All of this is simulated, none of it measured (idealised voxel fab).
Module name: voxel plated lines (process module)
In the cross-section labelled cut, the width is 140 nm and each square cell is 5 nm.
Heads up, the way a cross-section reads in here is a grid of square cells, handed over as bands from the top down, with every band being one or more rows of cells.
The band entry comprises the height of the band's top followed by the height of its bottom, expressed in nm, and subsequently the band's materials from left to right, each stated together with its width in nm. Where a single material is marked with the word "full width", that material fills the band from edge to edge. The word "blank" represents empty space.
We count height from 0. Below that, the starting wafer is all one material. The lowest band never ends at the bottom but goes on down; see "0 -> down" for how that is written.
So if you see something like "30 to 40" for the width, read it as the top row of the band sitting at the first number and the bottom row at the second, with every row in between moving by the same amount as the last.
Basically "changes: none" means that step didn't change any cell in the cross-section.
The label "Closed void inventory" introduces a list of the empty spaces, 8 cells or larger, that have no open way up to the top; each entry in it reads width x height at distance, where the distance is taken from the left edge and all three are stated in nm.
On each step's line, the part that comes after the settings is the simulator's own comment on the step.
overlay nm: how far to the right of its planned place the mask lay on this masked step (negative: to the left).

-- These are the steps we planned for the process
| 1 | RECEIVE | material Si |
| 2 | CONFORMAL_DEP | material Al2O3 | thk nm 5 |
| 3 | DIRECTIONAL_DEP | material TiN | thk nm 5 |
| 4 | PATTERN | tone open | mask id LINES | material resist | width nm 20 | pitch nm 35 | thk nm 15 | overlay nm 0 |
| 5 | EPI | material Ru | thk nm 5 |
| 6 | STRIP | etch materials resist |
| 7 | DIRECTIONAL_ETCH | etch materials TiN | depth nm 5 |
| 8 | CONFORMAL_DEP | material SiCN | thk nm 10 |

-- The first of a set of two wafers, run to plan

-- Step 1 complete: cross-section of the wafer as received
	0 -> down | Si full width
	Closed void inventory: none

-- The following cross-section depicts the wafer upon completion of step 2
	5 -> 0 | Al2O3 full width
	Everything under 0 stays put, no change at all.

-- The following cross-section depicts the wafer upon completion of step 3
	10 -> 5 | TiN full width
	Everything under 5 stays put, no change at all.

-- The following cross-section depicts the wafer upon completion of step 4
	25 -> 10 | resist 25 nm  blank 20 nm  resist 15 nm  blank 20 nm  resist 15 nm  blank 20 nm  resist 25 nm
	Everything under 10 stays put, no change at all.

-- The following cross-section depicts the wafer upon completion of step 5
	25 -> 15 | resist 25 nm  blank 20 nm  resist 15 nm  blank 20 nm  resist 15 nm  blank 20 nm  resist 25 nm
	15 -> 10 | resist 25 nm  Ru 20 nm  resist 15 nm  Ru 20 nm  resist 15 nm  Ru 20 nm  resist 25 nm
	Everything under 10 stays put, no change at all.

-- The following cross-section depicts the wafer upon completion of step 6
	15 -> 10 | blank 25 nm  Ru 20 nm  blank 15 nm  Ru 20 nm  blank 15 nm  Ru 20 nm  blank 25 nm
	Everything under 10 stays put, no change at all.

-- The following cross-section depicts the wafer upon completion of step 7
	15 -> 10 | blank 25 nm  Ru 20 nm  blank 15 nm  Ru 20 nm  blank 15 nm  Ru 20 nm  blank 25 nm
	10 -> 5 | blank 25 nm  TiN 20 nm  blank 15 nm  TiN 20 nm  blank 15 nm  TiN 20 nm  blank 25 nm
	Everything under 5 stays put, no change at all.

-- The following cross-section depicts the wafer upon completion of step 8
	25 -> 15 | blank 15 nm  SiCN 110 nm  blank 15 nm
	15 -> 10 | SiCN 25 nm  Ru 20 nm  SiCN 15 nm  Ru 20 nm  SiCN 15 nm  Ru 20 nm  SiCN 25 nm
	10 -> 5 | SiCN 25 nm  TiN 20 nm  SiCN 15 nm  TiN 20 nm  SiCN 15 nm  TiN 20 nm  SiCN 25 nm
	Everything under 5 stays put, no change at all.

-- Wafer two of two - same starting point, same process plan, one mistake in execution; matches wafer one up to and including step 5

-- when step 6 should have ended
	15 -> 10 | blank 25 nm  Ru 20 nm  blank 15 nm  Ru 20 nm  blank 15 nm  Ru 20 nm  blank 25 nm
	Everything under 10 stays put, no change at all.

-- when step 7 should have ended
	15 -> 10 | blank 25 nm  Ru 20 nm  blank 15 nm  Ru 20 nm  blank 15 nm  Ru 20 nm  blank 25 nm
	10 -> 5 | blank 25 nm  TiN 20 nm  blank 15 nm  TiN 20 nm  blank 15 nm  TiN 20 nm  blank 25 nm
	Everything under 5 stays put, no change at all.

-- when step 8 should have ended
	25 -> 15 | blank 15 nm  SiCN 110 nm  blank 15 nm
	15 -> 10 | SiCN 25 nm  Ru 20 nm  SiCN 15 nm  Ru 20 nm  SiCN 15 nm  Ru 20 nm  SiCN 25 nm
	10 -> 5 | SiCN 25 nm  TiN 20 nm  SiCN 15 nm  TiN 20 nm  SiCN 15 nm  TiN 20 nm  SiCN 25 nm
	Everything under 5 stays put, no change at all.
So what did we get wrong on this run? step 6 in the plan was executed twice
Same final cross-section on the two wafers, so the model's numbers don't move because of the mistake.
